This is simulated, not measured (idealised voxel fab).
Documented hereafter: the process module known as voxel plated lines.
Square cells of 5 nm make up the cross-section cut, whose width is 210 nm.
Notation: cross-section as square-cell grid; stated in bands, top first, going down; one or more cell rows per band. Basically the band line says how high the top is and how high the bottom is, in nm, and then what's in it from left to right, every material with its width in nm. Empty space shows up as "blank", and if a single material carries "edge to edge" it runs the full band edge to edge. Height is counted from the level 0, under which the received wafer is composed throughout of one material. The lowest of the bands is not closed at the bottom but continues downward, in the notation "0 down". When a width is written as two numbers, as in "30 to 40", the first number is the width in the top row of cells of the band and the second is the width in its bottom row, and the width changes by the same amount from each row to the next. For the purposes of this document, the phrase "no change occurred" attached to a step denotes that no cell within the cross-section was modified by that step. Under "closed voids" you'll find the enclosed gaps, the ones with no way out to the top, that are 8 cells or bigger; each reads width x height at distance, with distance counted from the left edge, everything in nm. Formally, on a step line, whatever follows the settings is a remark that the simulator itself makes on the step. The "overlay nm" setting may appear on a step's line; for a step that uses a mask, it gives how far to the right of its planned position the mask lay, and a negative value indicates the left.
Set out below are the planned steps of the process:
1,RECEIVE (material Si)
2,CONFORMAL_DEP (material Al2O3; thk nm 10)
3,DIRECTIONAL_DEP (material TiN; thk nm 5)
4,PATTERN (tone open; mask id LINES; material resist; width nm 25; pitch nm 40; thk nm 40; overlay nm 0)
5,EPI (material Ru; thk nm 10)
6,EPI (material Ru; thk nm 10)
7,EPI (material Ru; thk nm 10)
8,STRIP (etch materials resist)
9,DIRECTIONAL_ETCH (etch materials TiN; depth nm 5)
10,CONFORMAL_DEP (material SiN; thk nm 5)
The wafers in this document start out alike and differ in the thk nm applied at step 10; the plan shows the value used for the first wafer.
The as-received cross-section of the first of several wafers corresponds to the state after step 1:
* 0 down  Si edge to edge
* closed voids: none
Row per wafer, end-of-module: cell gain (+)/loss (-) by material since the wafer came in, then closed voids:
thk nm 5, +84 Al2O3, +60 Ru, +70 SiN, +10 TiN, closed voids: none
thk nm 10, +84 Al2O3, +60 Ru, +133 SiN, +10 TiN, closed voids: none
thk nm 15, +84 Al2O3, +60 Ru, +189 SiN, +10 TiN, closed voids: none
thk nm 20, +84 Al2O3, +60 Ru, +245 SiN, +10 TiN, closed voids: none
thk nm 25, +84 Al2O3, +60 Ru, +301 SiN, +10 TiN, closed voids: none
